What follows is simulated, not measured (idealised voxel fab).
process module | voxel trench capacitor
It is cross-section cut that appears here, measuring 160 nm in width, its square cells being 5 nm in size.
This document writes a cross-section as a grid whose cells are square, and gives it as bands, listed from the top down; one or more rows of cells form a band.
Look at the band entry: it leads with the top's height and the bottom's height in nm. Then it lists the materials left to right, with a width in nm for each. The word "all across" on a single material says that material fills the band edge to edge. The word "blank" is empty space.
All heights in this document are referenced to 0, defined as the level beneath which the wafer, as received, consists entirely of one material. The lowest band is not bounded below; it extends indefinitely downward and is written in the form "from 0 down".
Quick explanation for "30->40": the width changes in equal steps down the rows of cells, from the first number in the band's top row to the second number in its bottom row.
"no alteration" means the step left every cell of the cross-section as it was.
You'll see "Fully closed voids" listing empty spaces that have no way open to the top, as long as they're 8 cells or more; the notation is width x height at distance, where the distance is from the left edge, and all of it is in nm.
If you see something after the settings on a step's line, that's the simulator's own remark about that step.
"overlay nm" on a masked step: distance the mask lay right of its planned place, negative for left.

PROCESS STEPS (PLANNED)
1,RECEIVE [material Si]
2,CONFORMAL_DEP [material SiN] [thk nm 5]
3,PATTERN [tone open] [mask id TRENCH] [material resist] [width nm 30] [pitch nm 50] [thk nm 20] [overlay nm 0]
4,DIRECTIONAL_ETCH [etch materials SiN] [depth nm 5]
5,DIRECTIONAL_ETCH [etch materials Si] [depth nm 25]
6,STRIP [etch materials resist]
7,CONFORMAL_DEP [material Al2O3] [thk nm 5]
8,CONFORMAL_DEP [material TiN] [thk nm 5]
9,FILL_DEP [material W] [thk nm 10]
10,CMP [height nm 5]

FIRST WAFER, TWO IN TOTAL, RUN AS PLANNED

INCOMING WAFER IN CROSS-SECTION (STATE: AFTER STEP 1)
from 0 down: Si all across
Fully closed voids: none

THE FOLLOWING CROSS-SECTION DEPICTS THE WAFER UPON COMPLETION OF STEP 2
from 5 to 0: SiN all across
Anything lower than 0 is untouched.

THE FOLLOWING CROSS-SECTION DEPICTS THE WAFER UPON COMPLETION OF STEP 3
from 25 to 5: 15 resist; 30 blank; 20 resist; 30 blank; 20 resist; 30 blank; 15 resist
Anything lower than 5 is untouched.

THE FOLLOWING CROSS-SECTION DEPICTS THE WAFER UPON COMPLETION OF STEP 4
from 25 to 5: 15 resist; 30 blank; 20 resist; 30 blank; 20 resist; 30 blank; 15 resist
from 5 to 0: 15 SiN; 30 blank; 20 SiN; 30 blank; 20 SiN; 30 blank; 15 SiN
Anything lower than 0 is untouched.

THE FOLLOWING CROSS-SECTION DEPICTS THE WAFER UPON COMPLETION OF STEP 5
from 25 to 5: 15 resist; 30 blank; 20 resist; 30 blank; 20 resist; 30 blank; 15 resist
from 5 to 0: 15 SiN; 30 blank; 20 SiN; 30 blank; 20 SiN; 30 blank; 15 SiN
from 0 to -25: 15 Si; 30 blank; 20 Si; 30 blank; 20 Si; 30 blank; 15 Si
Anything lower than -25 is untouched.

THE FOLLOWING CROSS-SECTION DEPICTS THE WAFER UPON COMPLETION OF STEP 6
from 5 to 0: 15 SiN; 30 blank; 20 SiN; 30 blank; 20 SiN; 30 blank; 15 SiN
Anything lower than 0 is untouched.

THE FOLLOWING CROSS-SECTION DEPICTS THE WAFER UPON COMPLETION OF STEP 7
from 10 to 5: 20 Al2O3; 20 blank; 30 Al2O3; 20 blank; 30 Al2O3; 20 blank; 20 Al2O3
from 5 to 0: 15 SiN; 5 Al2O3; 20 blank; 5 Al2O3; 20 SiN; 5 Al2O3; 20 blank; 5 Al2O3; 20 SiN; 5 Al2O3; 20 blank; 5 Al2O3; 15 SiN
from 0 to -20: 15 Si; 5 Al2O3; 20 blank; 5 Al2O3; 20 Si; 5 Al2O3; 20 blank; 5 Al2O3; 20 Si; 5 Al2O3; 20 blank; 5 Al2O3; 15 Si
from -20 to -25: 15 Si; 30 Al2O3; 20 Si; 30 Al2O3; 20 Si; 30 Al2O3; 15 Si
Anything lower than -25 is untouched.

THE FOLLOWING CROSS-SECTION DEPICTS THE WAFER UPON COMPLETION OF STEP 8
from 15 to 10: 25 TiN; 10 blank; 40 TiN; 10 blank; 40 TiN; 10 blank; 25 TiN
from 10 to 5: 20 Al2O3; 5 TiN; 10 blank; 5 TiN; 30 Al2O3; 5 TiN; 10 blank; 5 TiN; 30 Al2O3; 5 TiN; 10 blank; 5 TiN; 20 Al2O3
from 5 to 0: 15 SiN; 5 Al2O3; 5 TiN; 10 blank; 5 TiN; 5 Al2O3; 20 SiN; 5 Al2O3; 5 TiN; 10 blank; 5 TiN; 5 Al2O3; 20 SiN; 5 Al2O3; 5 TiN; 10 blank; 5 TiN; 5 Al2O3; 15 SiN
from 0 to -15: 15 Si; 5 Al2O3; 5 TiN; 10 blank; 5 TiN; 5 Al2O3; 20 Si; 5 Al2O3; 5 TiN; 10 blank; 5 TiN; 5 Al2O3; 20 Si; 5 Al2O3; 5 TiN; 10 blank; 5 TiN; 5 Al2O3; 15 Si
from -15 to -20: 15 Si; 5 Al2O3; 20 TiN; 5 Al2O3; 20 Si; 5 Al2O3; 20 TiN; 5 Al2O3; 20 Si; 5 Al2O3; 20 TiN; 5 Al2O3; 15 Si
Anything lower than -20 is untouched.

THE FOLLOWING CROSS-SECTION DEPICTS THE WAFER UPON COMPLETION OF STEP 9
from 25 to 15: W all across
from 15 to 10: 25 TiN; 10 W; 40 TiN; 10 W; 40 TiN; 10 W; 25 TiN
from 10 to 5: 20 Al2O3; 5 TiN; 10 W; 5 TiN; 30 Al2O3; 5 TiN; 10 W; 5 TiN; 30 Al2O3; 5 TiN; 10 W; 5 TiN; 20 Al2O3
from 5 to 0: 15 SiN; 5 Al2O3; 5 TiN; 10 W; 5 TiN; 5 Al2O3; 20 SiN; 5 Al2O3; 5 TiN; 10 W; 5 TiN; 5 Al2O3; 20 SiN; 5 Al2O3; 5 TiN; 10 W; 5 TiN; 5 Al2O3; 15 SiN
from 0 to -15: 15 Si; 5 Al2O3; 5 TiN; 10 W; 5 TiN; 5 Al2O3; 20 Si; 5 Al2O3; 5 TiN; 10 W; 5 TiN; 5 Al2O3; 20 Si; 5 Al2O3; 5 TiN; 10 W; 5 TiN; 5 Al2O3; 15 Si
Anything lower than -15 is untouched.

THE FOLLOWING CROSS-SECTION DEPICTS THE WAFER UPON COMPLETION OF STEP 10
from 5 to 0: 15 SiN; 5 Al2O3; 5 TiN; 10 W; 5 TiN; 5 Al2O3; 20 SiN; 5 Al2O3; 5 TiN; 10 W; 5 TiN; 5 Al2O3; 20 SiN; 5 Al2O3; 5 TiN; 10 W; 5 TiN; 5 Al2O3; 15 SiN
Anything lower than 0 is untouched.

WAFER TWO OF TWO - SAME STARTING POINT, SAME PROCESS PLAN, ONE MISTAKE IN EXECUTION; MATCHES WAFER ONE UP TO AND INCLUDING STEP 9

Look at the second wafer in cross-section at the time step 10 ought to have finished: no alteration
Misprocessing identified: step 10 from the plan never happened, it was just skipped
Heads up, by the end the second wafer has more or fewer cells of some materials compared to the first: Al2O3 +20, TiN +32, W +76
